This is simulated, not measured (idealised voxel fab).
The following process module bears the name voxel lift off.
The width of the displayed cross-section, cut, is 150 nm; its cells are square, with a size of 5 nm.
Heads up, the way a cross-section reads in here is a grid of square cells, handed over as bands from the top down, with every band being one or more rows of cells. Band: top height; bottom height; in nm. Then, left to right: material with width in nm, for each material. "edge to edge": a single material spanning edge to edge. "empty": empty space. All heights in this document are referenced to 0, defined as the level beneath which the wafer, as received, consists entirely of one material. The lowest band is not bounded below; it extends indefinitely downward and is written in the form "top 0, no bottom". It should be noted that a width expressed as "30 to 40" varies in equal increments from row to row of cells within the band, taking the value of the first number at the top row and that of the second number at the bottom row. When a step is marked "remained the same", none of the cells in the cross-section changed during that step. Empty spaces without an open route to the top, at least 8 cells in extent, make up the entry "Closed void listing"; each is given as width x height at distance, where the distance is measured from the left edge, and all are in nm. The remark found on a step's line after its settings is issued by the simulator itself and pertains to that step. overlay nm: right-of-plan distance of the mask on a masked step; negative values mean left-of-plan.

HERE'S WHAT THE PLANNED PROCESS STEPS LOOK LIKE
1) RECEIVE: material Si
2) CONFORMAL_DEP: material Al2O3, thk nm 10
3) PATTERN: tone open, mask id LINES, material resist, width nm 15, pitch nm 35, thk nm 25, overlay nm -15
4) DIRECTIONAL_DEP: material Ru, thk nm 10
5) STRIP: etch materials resist
6) CONFORMAL_DEP: material SiCN, thk nm 10
For clarity, it should be stated that the wafers under discussion commence in an identical condition and differ with respect to the overlay nm of step 3, the plan indicating the value that the first wafer had.

AS RECEIVED, I.E. AFTER STEP 1: CROSS-SECTION THROUGH THE FIRST OF SEVERAL WAFERS
    top 0, no bottom | Si edge to edge
    Closed void listing: none

HERE IS HOW TO READ THE ROWS: EVERY WAFER HAS A ROW, AND IT SHOWS THE WAFER AT THE END OF THE MODULE, GIVING FOR EACH MATERIAL HOW MANY CELLS WERE GAINED (+) OR LOST (-) SINCE THE WAFER WAS RECEIVED, THEN LISTING ITS CLOSED VOIDS
overlay nm -15 | +60 Al2O3 | +12 Ru | +76 SiCN | Closed void listing: none
overlay nm -10 | +60 Al2O3 | +12 Ru | +76 SiCN | Closed void listing: none
overlay nm -5 | +60 Al2O3 | +12 Ru | +76 SiCN | Closed void listing: none
overlay nm 0 | +60 Al2O3 | +12 Ru | +76 SiCN | Closed void listing: none
overlay nm 5 | +60 Al2O3 | +12 Ru | +76 SiCN | Closed void listing: none
overlay nm 10 | +60 Al2O3 | +12 Ru | +76 SiCN | Closed void listing: none
overlay nm 15 | +60 Al2O3 | +12 Ru | +76 SiCN | Closed void listing: none
